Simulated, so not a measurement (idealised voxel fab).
Title: Process Module voxel lift off
Cross-section cut: width 220 nm, square cells of 5 nm.
Each cross-section below is a grid of square cells, stated as bands in top-down order, with one or more rows of cells making up each band.
Band: top and bottom heights (nm) first, top before bottom; then materials from left to right, widths in nm. "everywhere" marks a sole material filling the band edge to edge. "air" denotes empty space.
Below 0: as-received wafer, all one material; heights counted from there. Lowest band: no bottom, goes on down, written "0 and below".
The expression "30..40" gives the width at the extremes of the band, the first number at its top row of cells and the second at its bottom row, with the width changing by equal amounts from each row to the next in between.
Where a step carries "remained the same", the cross-section came out of it unchanged, cell for cell.
You'll see "Encapsulated voids" listing empty spaces that have no way open to the top, as long as they're 8 cells or more; the notation is width x height at distance, where the distance is from the left edge, and all of it is in nm.
Note: text after step settings on the step line = simulator remark on that step.
The setting "overlay nm" may be written on the line of a step. When the step uses a mask, the value reports how far to the right of the planned place the mask lay, and a negative value reports that it lay to the left.

**plan**
1. RECEIVE,material Si
2. CONFORMAL_DEP,material SiN,thk nm 15
3. PATTERN,tone open,mask id LINES,material resist,width nm 25,pitch nm 40,thk nm 20,overlay nm 0
4. DIRECTIONAL_DEP,material Ru,thk nm 5
5. STRIP,etch materials resist
6. CONFORMAL_DEP,material SiN,thk nm 5

**Cross-section of the incoming wafer, state after step 1**
> 0 and below  Si everywhere
> Encapsulated voids: none

**Same starting wafer, same plan as above, one mistake in the execution; this is the cross-section at the end of the module**
> 25 down to 20  60 air | 35 SiN | 5 air | 35 SiN | 5 air | 35 SiN | 45 air
> 20 down to 15  65 SiN | 25 Ru | 15 SiN | 25 Ru | 15 SiN | 25 Ru | 50 SiN
> 15 down to 0  SiN everywhere
> 0 and below  Si everywhere
> Encapsulated voids: none
Heads up, the wafer didn't run the way we planned it: note that step 3 departed from the planned setting and was carried out as PATTERN,tone open,mask id LINES,material resist,width nm 25,pitch nm 40,thk nm 20,overlay nm 10
